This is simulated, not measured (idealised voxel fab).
Title: Process Module voxel transistor to metal
The width of the displayed cross-section, cut, is 150 nm; its cells are square, with a size of 5 nm.
When this document writes out a cross-section, it uses a grid of square cells and lists it as bands, beginning at the top and moving down, with a band standing for one or more rows of cells.
Within each band entry, the heights of the top and of the bottom of the band appear first, in that order and in nm; the materials of the band then follow from left to right, each with its corresponding width in nm. The designation "all across" on a single material indicates that it fills the band from edge to edge; the designation "empty" indicates empty space.
For the purposes of this specification, 0 denotes the height below which the wafer in its as-received condition is composed wholly of one material, and the lowermost band, lacking a lower limit, extends downward without end, as expressed in "0 and below".
You'd read "30->40" like this: the band's top row of cells is as wide as the first number, its bottom row is as wide as the second, and going down, every row changes width by the same amount as the row before did.
"no alterations made" for a step: no cell of the cross-section changed in that step.
Empty spaces without an open route to the top, at least 8 cells in extent, make up the entry "Unvented internal voids"; each is given as width x height at distance, where the distance is measured from the left edge, and all are in nm.
On each step's line, the part that comes after the settings is the simulator's own comment on the step.
overlay nm, on a step with a mask: how far to the right of its planned place the mask lay; to the left if negative
**Below is the list of planned process steps**
step 1: RECEIVE (material Si)
step 2: CONFORMAL_DEP (material SiO2; thk nm 5)
step 3: CONFORMAL_DEP (material SiN; thk nm 15)
step 4: DIRECTIONAL_DEP (material aC; thk nm 10)
step 5: PATTERN (tone cover; mask id ACTIVE; material resist; width nm 105; thk nm 30; overlay nm 0)
step 6: DIRECTIONAL_ETCH (etch materials aC; depth nm 10)
step 7: STRIP (etch materials resist)
step 8: DIRECTIONAL_ETCH (etch materials SiN; depth nm 15)
step 9: DIRECTIONAL_ETCH (etch materials SiO2; depth nm 5)
step 10: DIRECTIONAL_ETCH (etch materials Si; depth nm 35)
step 11: STRIP (etch materials aC)
step 12: OXIDIZE (depth nm 5)
step 13: FILL_DEP (material SiO2; thk nm 5)
step 14: CMP (height nm 20)
step 15: SELECTIVE_ETCH (etch materials SiO2; depth nm 5)
step 16: STRIP (etch materials SiN)
step 17: SELECTIVE_ETCH (etch materials SiO2; depth nm 5)
step 18: OXIDIZE (depth nm 5)
step 19: DIRECTIONAL_DEP (material polySi; thk nm 20)
step 20: DIRECTIONAL_DEP (material SiCN; thk nm 15)
step 21: MASKED_ETCH (tone cover; mask id GATE; width nm 25; etch materials SiCN; depth nm 25; overlay nm 0)
step 22: MASKED_ETCH (tone cover; mask id GATE; width nm 25; etch materials polySi; depth nm 30; overlay nm 0)
step 23: CONFORMAL_DEP (material SiO2; thk nm 5)
step 24: DIRECTIONAL_ETCH (etch materials SiO2; depth nm 5)
step 25: CONFORMAL_DEP (material SiN; thk nm 5)
step 26: DIRECTIONAL_ETCH (etch materials SiN; depth nm 5)
step 27: DIRECTIONAL_ETCH (etch materials SiO2; depth nm 5)
step 28: DIRECTIONAL_ETCH (etch materials Si; depth nm 10)
step 29: EPI (material pSi; thk nm 15)
step 30: FILL_DEP (material SiO2; thk nm 10)
step 31: CMP (height nm 35)
step 32: DIRECTIONAL_DEP (material SiO2; thk nm 10)
step 33: PATTERN (tone open; mask id CONTACT; material resist; width nm 30; pitch nm 65; thk nm 15; overlay nm 0)
step 34: DIRECTIONAL_ETCH (etch materials SiO2; depth nm 45)
step 35: STRIP (etch materials resist)
step 36: CONFORMAL_DEP (material TiN; thk nm 5)
step 37: FILL_DEP (material W; thk nm 5)
step 38: CMP (height nm 45)
step 39: DIRECTIONAL_DEP (material TiN; thk nm 5)
step 40: DIRECTIONAL_DEP (material W; thk nm 15)
step 41: PATTERN (tone cover; mask id METAL_1; material resist; width nm 20; pitch nm 75; thk nm 20; overlay nm 0)
step 42: DIRECTIONAL_ETCH (etch materials W; depth nm 15)
step 43: DIRECTIONAL_ETCH (etch materials TiN; depth nm 5)
step 44: STRIP (etch materials resist)
step 45: FILL_DEP (material lowk; thk nm 10)
step 46: CMP (height nm 65)
step 47: CONFORMAL_DEP (material SiCN; thk nm 5)
**Cross-section of the wafer at receipt, which is the condition after step 1**
0 and below = Si all across
Unvented internal voids: none
**End-of-module XS, first of two wafers, run as planned**
70 down to 65 = SiCN all across
65 down to 50 = 25 of lowk, then 20 of W, then 55 of lowk, then 20 of W, then 30 of lowk
50 down to 45 = 25 of lowk, then 20 of TiN, then 55 of lowk, then 20 of TiN, then 30 of lowk
45 down to 35 = 25 of SiO2, then 5 of TiN, then 20->15 of W, then 5->10 of TiN, then 35 of SiO2, then 5->10 of TiN, then 20->15 of W, then 5 of TiN, then 30 of SiO2
35 down to 20 = 25 of SiO2, then 5 of TiN, then 15 of W, then 5 of TiN, then 5 of SiN, then 5 of SiO2, then 25 of SiCN, then 5 of SiO2, then 5 of SiN, then 5 of TiN, then 15 of W, then 5 of TiN, then 30 of SiO2
20 down to 15 = 25 of SiO2, then 5 of TiN, then 15 of W, then 5 of TiN, then 5 of SiN, then 5 of SiO2, then 25 of polySi, then 5 of SiO2, then 5 of SiN, then 5 of TiN, then 15 of W, then 5 of TiN, then 30 of SiO2
15 down to 10 = 25 of SiO2, then 25 of TiN, then 5 of SiN, then 5 of SiO2, then 25 of polySi, then 5 of SiO2, then 5 of SiN, then 25 of TiN, then 30 of SiO2
10 down to 0 = 20 of SiO2, then 5 of SiN, then 10 of TiN, then 15 of pSi, then 5 of SiN, then 5 of SiO2, then 25 of polySi, then 5 of SiO2, then 5 of SiN, then 15 of pSi, then 10 of TiN, then 5 of SiN, then 25 of SiO2
0 down to -5 = 25 of SiO2, then 25 of pSi, then 45 of SiO2, then 25 of pSi, then 30 of SiO2
-5 down to -15 = 25 of SiO2, then 25 of pSi, then 45 of Si, then 25 of pSi, then 30 of SiO2
-15 down to -40 = 25 of SiO2, then 95 of Si, then 30 of SiO2
-40 and below = Si all across
Unvented internal voids: none
**Cross-sectional image of the second wafer of the two following completion of the module. Starting state and process plan were the same as for the first wafer; one execution error occurred**
70 down to 65 = SiCN all across
65 down to 50 = 25 of lowk, then 20 of W, then 55 of lowk, then 20 of W, then 30 of lowk
50 down to 45 = 25 of lowk, then 20 of TiN, then 55 of lowk, then 20 of TiN, then 30 of lowk
45 down to 35 = 25 of SiO2, then 5 of TiN, then 20->15 of W, then 5->10 of TiN, then 35 of SiO2, then 5->10 of TiN, then 20->15 of W, then 5 of TiN, then 30 of SiO2
35 down to 30 = 25 of SiO2, then 5 of TiN, then 15 of W, then 5 of TiN, then 5 of SiN, then 5 of SiO2, then 25 of SiCN, then 5 of SiO2, then 5 of SiN, then 5 of TiN, then 15 of W, then 5 of TiN, then 30 of SiO2
30 down to 25 = 25 of SiO2, then 25 of TiN, then 5 of SiN, then 5 of SiO2, then 25 of SiCN, then 5 of SiO2, then 5 of SiN, then 25 of TiN, then 30 of SiO2
25 down to 20 = 20 of SiO2, then 30 of pSi, then 5 of SiN, then 5 of SiO2, then 25 of SiCN, then 5 of SiO2, then 5 of SiN, then 30 of pSi, then 25 of SiO2
20 down to 10 = 20 of SiO2, then 30 of pSi, then 5 of SiN, then 5 of SiO2, then 25 of polySi, then 5 of SiO2, then 5 of SiN, then 30 of pSi, then 25 of SiO2
10 down to 0 = 20 of SiO2, then 5 of SiN, then 25 of pSi, then 5 of SiN, then 5 of SiO2, then 25 of polySi, then 5 of SiO2, then 5 of SiN, then 25 of pSi, then 5 of SiN, then 25 of SiO2
0 down to -5 = 25 of SiO2, then 25 of pSi, then 45 of SiO2, then 25 of pSi, then 30 of SiO2
-5 down to -15 = 25 of SiO2, then 25 of pSi, then 45 of Si, then 25 of pSi, then 30 of SiO2
-15 down to -40 = 25 of SiO2, then 95 of Si, then 30 of SiO2
-40 and below = Si all across
Unvented internal voids: none
Want to know what went wrong? the plan's step 29 ran twice
It is noted that, at the conclusion of processing, the second wafer exhibits a higher or lower cell count for certain materials relative to the first: -6 SiO2 | -20 TiN | -18 W | +44 pSi
